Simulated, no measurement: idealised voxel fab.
process module | voxel released beams
cross-section cut | 200 nm wide | cells 5 nm
A cross-section is a grid of square cells, given in bands from the top down. A band is one or more rows of cells.
Each band's line starts with the height of the band's top and of its bottom, in nm. Then come its materials from left to right, each with its width in nm. One material with "throughout" fills the band from edge to edge. "air" is empty space.
Height 0 is the level under which the wafer as received is all one material. The lowest band goes on downwards, as in "0 down".
A width such as "30 to 40" changes by the same amount from each row of cells to the next, from the band's top row to its bottom row.
"no change" after a step means that no cell of the cross-section changed.
closed voids: empty space of 8 cells or more with no open way to the top, each as width x height at its distance from the left edge, in nm
after a step's settings: what the simulator itself notes on the step
overlay nm, on a step with a mask: how far to the right of its planned place the mask lay; to the left if negative
plan
1 op RECEIVE | material Si
2 op CONFORMAL_DEP | material Al2O3 | thk nm 10
3 op DIRECTIONAL_DEP | material SiO2 | thk nm 20
4 op PATTERN | tone open | mask id ANCHOR | material resist | width nm 25 | thk nm 20 | overlay nm 0
5 op DIRECTIONAL_ETCH | etch materials SiO2 | depth nm 20
6 op STRIP | etch materials resist
7 op CONFORMAL_DEP | material W | thk nm 10
8 op MASKED_ETCH | tone cover | mask id BEAM | width nm 90 | etch materials W | depth nm 10 | overlay nm 0
9 op STRIP | etch materials SiO2
first wafer, as planned
as received, after step 1
  0 down: Si throughout
  closed voids: none
after step 2
  10 to 0: Al2O3 throughout
  below 0: unchanged
after step 3
  30 to 10: SiO2 throughout
  below 10: unchanged
after step 4
  50 to 30: resist 55 | air 25 | resist 120
  below 30: unchanged
after step 5
  50 to 30: resist 55 | air 25 | resist 120
  30 to 10: SiO2 55 | air 25 | SiO2 120
  below 10: unchanged
after step 6
  30 to 10: SiO2 55 | air 25 | SiO2 120
  below 10: unchanged
after step 7
  40 to 30: W 65 | air 5 | W 130
  30 to 20: SiO2 55 | W 10 | air 5 | W 10 | SiO2 120
  20 to 10: SiO2 55 | W 25 | SiO2 120
  below 10: unchanged
after step 8
  40 to 30: air 50 | W 15 | air 5 | W 70 | air 60
  below 30: unchanged
after step 9
  40 to 30: air 50 | W 15 | air 5 | W 70 | air 60
  30 to 20: air 55 | W 10 | air 5 | W 10 | air 120
  20 to 10: air 55 | W 25 | air 120
  below 10: unchanged
second wafer: like start, like plan, one mistake. Through step 1 it matches the first wafer
when step 2 should have ended
  20 to 0: SiO2 throughout
  below 0: unchanged
when step 3 should have ended
  30 to 20: Al2O3 throughout
  below 20: unchanged
when step 4 should have ended
  50 to 30: resist 55 | air 25 | resist 120
  below 30: unchanged
when step 5 should have ended: no change
when step 6 should have ended
  30 to 20: Al2O3 throughout
  below 20: unchanged
when step 7 should have ended
  40 to 30: W throughout
  below 30: unchanged
when step 8 should have ended
  40 to 30: air 50 | W 90 | air 60
  below 30: unchanged
when step 9 should have ended: no change
what went wrong: steps 2 and 3 were swapped
at the end the second wafer has, in cells: 160 more of SiO2 | 16 fewer of W
